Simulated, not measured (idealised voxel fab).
The following process module bears the name voxel transistor to metal.
Cross-section cut spans 295 nm and uses square cells 5 nm in size.
For the purposes of this document, a cross-section shall be understood as a grid of square cells, specified as bands listed in top-to-bottom order, each band consisting of one or more rows of cells. It is stipulated that each band's entry specify, in nanometres, the height of the top of the band and then that of its bottom, followed by the materials of the band in left-to-right sequence, each together with its width in nanometres. A single material marked by the word "everywhere" is understood to fill the band from edge to edge; the word "air" is understood to denote empty space. Height is counted from the level 0, under which the received wafer is composed throughout of one material. The lowest of the bands is not closed at the bottom but continues downward, in the notation "0..down". Width spec "30 to 40" -> top row of cells at first value, bottom row at second value, equal per-row change in between. Reading "no change" for a step: not a cell of the cross-section changed in it. Entry "Fully enclosed voids" = empty spaces >= 8 cells with no open way to the top; each as width x height at distance, distance from left edge, all nm. If you see something after the settings on a step's line, that's the simulator's own remark about that step. If you see "overlay nm" on a step's line and that step has a mask, it's telling you how far right of where it was planned the mask ended up; a negative number means it went left instead.
Listed below are the process steps as planned
| 1 | RECEIVE [material Si] |
| 2 | CONFORMAL_DEP [material SiO2] [thk nm 5] |
| 3 | CONFORMAL_DEP [material SiN] [thk nm 10] |
| 4 | MASKED_ETCH [tone cover] [mask id ACTIVE] [width nm 115] [pitch nm 145] [etch materials SiN] [depth nm 10] [overlay nm 0] |
| 5 | MASKED_ETCH [tone cover] [mask id ACTIVE] [width nm 115] [pitch nm 145] [etch materials SiO2] [depth nm 5] [overlay nm 0] |
| 6 | MASKED_ETCH [tone cover] [mask id ACTIVE] [width nm 115] [pitch nm 145] [etch materials Si] [depth nm 30] [overlay nm 0] |
| 7 | OXIDIZE [depth nm 5] |
| 8 | FILL_DEP [material SiO2] [thk nm 5] |
| 9 | CMP [height nm 15] |
| 10 | SELECTIVE_ETCH [etch materials SiO2] [depth nm 10] |
| 11 | STRIP [etch materials SiN] |
| 12 | SELECTIVE_ETCH [etch materials SiO2] [depth nm 5] |
| 13 | OXIDIZE [depth nm 5] |
| 14 | DIRECTIONAL_DEP [material polySi] [thk nm 25] |
| 15 | DIRECTIONAL_DEP [material SiCN] [thk nm 15] |
| 16 | PATTERN [tone cover] [mask id GATE] [material resist] [width nm 35] [pitch nm 145] [thk nm 15] [overlay nm 0] |
| 17 | DIRECTIONAL_ETCH [etch materials SiCN] [depth nm 25] |
| 18 | DIRECTIONAL_ETCH [etch materials polySi] [depth nm 35] |
| 19 | STRIP [etch materials resist] |
| 20 | CONFORMAL_DEP [material SiO2] [thk nm 5] |
| 21 | DIRECTIONAL_ETCH [etch materials SiO2] [depth nm 5] |
| 22 | CONFORMAL_DEP [material SiN] [thk nm 5] |
| 23 | DIRECTIONAL_ETCH [etch materials SiN] [depth nm 5] |
| 24 | DIRECTIONAL_ETCH [etch materials SiO2] [depth nm 5] |
| 25 | EPI [material pSi] [thk nm 5] |
| 26 | FILL_DEP [material SiO2] [thk nm 10] |
| 27 | CMP [height nm 25] |
| 28 | STRIP [etch materials polySi] |
| 29 | SELECTIVE_ETCH [etch materials SiO2] [depth nm 5] |
| 30 | CONFORMAL_DEP [material HfO2] [thk nm 5] |
| 31 | CONFORMAL_DEP [material TiN] [thk nm 5] |
| 32 | FILL_DEP [material W] [thk nm 10] |
| 33 | CMP [height nm 20] |
| 34 | DIRECTIONAL_DEP [material SiO2] [thk nm 15] |
| 35 | PATTERN [tone open] [mask id CONTACT] [material resist] [width nm 15] [thk nm 15] [overlay nm 0] |
| 36 | DIRECTIONAL_ETCH [etch materials SiO2] [depth nm 35] |
| 37 | STRIP [etch materials resist] |
| 38 | CONFORMAL_DEP [material TiN] [thk nm 5] |
| 39 | FILL_DEP [material W] [thk nm 5] |
| 40 | CMP [height nm 35] |
| 41 | CONFORMAL_DEP [material SiN] [thk nm 5] |
| 42 | DIRECTIONAL_DEP [material lowk] [thk nm 15] |
| 43 | MASKED_ETCH [tone open] [mask id METAL_1] [width nm 15] [etch materials lowk] [depth nm 15] [overlay nm 0] |
| 44 | MASKED_ETCH [tone open] [mask id METAL_1] [width nm 15] [etch materials SiN] [depth nm 5] [overlay nm 0] |
| 45 | CONFORMAL_DEP [material TiN] [thk nm 5] |
| 46 | FILL_DEP [material Ru] [thk nm 5] |
| 47 | CMP [height nm 55] |
| 48 | EPI [material Ru] [thk nm 5] |
| 49 | FILL_DEP [material SiCN] [thk nm 5] |
| 50 | DIRECTIONAL_DEP [material SiO2] [thk nm 35] |
| 51 | MASKED_ETCH [tone open] [mask id METAL_2] [width nm 15] [pitch nm 145] [etch materials SiO2] [depth nm 20] [overlay nm 0] |
| 52 | PATTERN [tone open] [mask id METAL_2_HOLES] [material resist] [width nm 15] [pitch nm 145] [thk nm 15] [overlay nm 0] |
| 53 | DIRECTIONAL_ETCH [etch materials SiO2] [depth nm 15] |
| 54 | DIRECTIONAL_ETCH [etch materials SiCN] [depth nm 5] |
| 55 | STRIP [etch materials resist] |
| 56 | CONFORMAL_DEP [material TiN] [thk nm 5] |
| 57 | FILL_DEP [material Cu] [thk nm 10] |
| 58 | CMP [height nm 100] |
| 59 | CONFORMAL_DEP [material SiCN] [thk nm 5] |
Be aware that, although all wafers share a common starting state, the thk nm at step 25 differs among them, and the plan displays the first wafer's value.
As-received state after step 1, first of several wafers, cross-section
> 0..down = Si everywhere
> Fully enclosed voids: none
Last step of the module is step 59; after it, the first of several wafers in cross-section
> 105..100 = SiCN everywhere
> 100..65 = 20 SiO2; 5 TiN; 5 Cu; 5 TiN; 130 SiO2; 5 TiN; 5 Cu; 5 TiN; 115 SiO2
> 65..60 = 20 SiCN; 15 TiN; 130 SiCN; 15 TiN; 115 SiCN
> 60..55 = 15 SiCN; 25 Ru; 65 SiCN; 25 Ru; 30 SiCN; 25 Ru; 65 SiCN; 25 Ru; 20 SiCN
> 55..40 = 20 lowk; 5 TiN; 5 Ru; 5 TiN; 75 lowk; 5 TiN; 5 Ru; 5 TiN; 40 lowk; 5 TiN; 5 Ru; 5 TiN; 75 lowk; 5 TiN; 5 Ru; 5 TiN; 25 lowk
> 40..35 = 20 SiN; 15 TiN; 75 SiN; 15 TiN; 40 SiN; 15 TiN; 75 SiN; 15 TiN; 25 SiN
> 35..20 = 20 SiO2; 5 TiN; 5 W; 5 TiN; 75 SiO2; 5 TiN; 5 W; 5 TiN; 40 SiO2; 5 TiN; 5 W; 5 TiN; 75 SiO2; 5 TiN; 5 W; 5 TiN; 25 SiO2
> 20..5 = 20 SiO2; 5 TiN; 5 W; 5 TiN; 10 SiO2; 5 SiN; 5 HfO2; 5 TiN; 25 W; 5 TiN; 5 HfO2; 5 SiN; 10 SiO2; 5 TiN; 5 W; 5 TiN; 40 SiO2; 5 TiN; 5 W; 5 TiN; 10 SiO2; 5 SiN; 5 HfO2; 5 TiN; 25 W; 5 TiN; 5 HfO2; 5 SiN; 10 SiO2; 5 TiN; 5 W; 5 TiN; 25 SiO2
> 5..0 = 20 SiO2; 15 TiN; 10 SiO2; 5 SiN; 5 HfO2; 35 TiN; 5 HfO2; 5 SiN; 10 SiO2; 15 TiN; 40 SiO2; 15 TiN; 10 SiO2; 5 SiN; 5 HfO2; 35 TiN; 5 HfO2; 5 SiN; 10 SiO2; 15 TiN; 25 SiO2
> 0..-5 = 15 SiO2; 30 pSi; 5 SiO2; 45 HfO2; 5 SiO2; 30 pSi; 30 SiO2; 30 pSi; 5 SiO2; 45 HfO2; 5 SiO2; 30 pSi; 20 SiO2
> -5..-35 = 20 SiO2; 105 Si; 40 SiO2; 105 Si; 25 SiO2
> -35..down = Si everywhere
> Fully enclosed voids: none
Of the several wafers, the last: cross-section at the end of the module
> 105..100 = SiCN everywhere
> 100..65 = 20 SiO2; 5 TiN; 5 Cu; 5 TiN; 130 SiO2; 5 TiN; 5 Cu; 5 TiN; 115 SiO2
> 65..60 = 20 SiCN; 15 TiN; 130 SiCN; 15 TiN; 115 SiCN
> 60..55 = 15 SiCN; 25 Ru; 65 SiCN; 25 Ru; 30 SiCN; 25 Ru; 65 SiCN; 25 Ru; 20 SiCN
> 55..40 = 20 lowk; 5 TiN; 5 Ru; 5 TiN; 75 lowk; 5 TiN; 5 Ru; 5 TiN; 40 lowk; 5 TiN; 5 Ru; 5 TiN; 75 lowk; 5 TiN; 5 Ru; 5 TiN; 25 lowk
> 40..35 = 20 SiN; 15 TiN; 75 SiN; 15 TiN; 40 SiN; 15 TiN; 75 SiN; 15 TiN; 25 SiN
> 35..20 = 20 SiO2; 5 TiN; 5 W; 5 TiN; 75 SiO2; 5 TiN; 5 W; 5 TiN; 40 SiO2; 5 TiN; 5 W; 5 TiN; 75 SiO2; 5 TiN; 5 W; 5 TiN; 25 SiO2
> 20..15 = 20 SiO2; 15 TiN; 10 SiO2; 5 SiN; 5 HfO2; 5 TiN; 25 W; 5 TiN; 5 HfO2; 5 SiN; 10 SiO2; 15 TiN; 40 SiO2; 15 TiN; 10 SiO2; 5 SiN; 5 HfO2; 5 TiN; 25 W; 5 TiN; 5 HfO2; 5 SiN; 10 SiO2; 15 TiN; 25 SiO2
> 15..5 = 45 pSi; 5 SiN; 5 HfO2; 5 TiN; 25 W; 5 TiN; 5 HfO2; 5 SiN; 90 pSi; 5 SiN; 5 HfO2; 5 TiN; 25 W; 5 TiN; 5 HfO2; 5 SiN; 45 pSi; 5 SiO2
> 5..0 = 45 pSi; 5 SiN; 5 HfO2; 35 TiN; 5 HfO2; 5 SiN; 90 pSi; 5 SiN; 5 HfO2; 35 TiN; 5 HfO2; 5 SiN; 45 pSi; 5 SiO2
> 0..-5 = 45 pSi; 5 SiO2; 45 HfO2; 5 SiO2; 90 pSi; 5 SiO2; 45 HfO2; 5 SiO2; 45 pSi; 5 SiO2
> -5..-35 = 20 SiO2; 105 Si; 40 SiO2; 105 Si; 25 SiO2
> -35..down = Si everywhere
> Fully enclosed voids: none
Below, a row for every wafer. Read it as the end-of-module picture: for each material the wafer shows its cells gained (+) or lost (-) since it was received, and then its closed voids
thk nm 5; +14 Cu; +34 HfO2; +32 Ru; -161 Si; +151 SiCN; +63 SiN; +731 SiO2; +156 TiN; +54 W; +141 lowk; +24 pSi; Fully enclosed voids: none
thk nm 10; +14 Cu; +34 HfO2; +32 Ru; -161 Si; +151 SiCN; +63 SiN; +711 SiO2; +148 TiN; +50 W; +141 lowk; +56 pSi; Fully enclosed voids: none
thk nm 15; +14 Cu; +34 HfO2; +32 Ru; -161 Si; +151 SiCN; +63 SiN; +683 SiO2; +140 TiN; +46 W; +141 lowk; +96 pSi; Fully enclosed voids: none
thk nm 20; +14 Cu; +34 HfO2; +32 Ru; -161 Si; +151 SiCN; +63 SiN; +647 SiO2; +132 TiN; +42 W; +141 lowk; +144 pSi; Fully enclosed voids: none
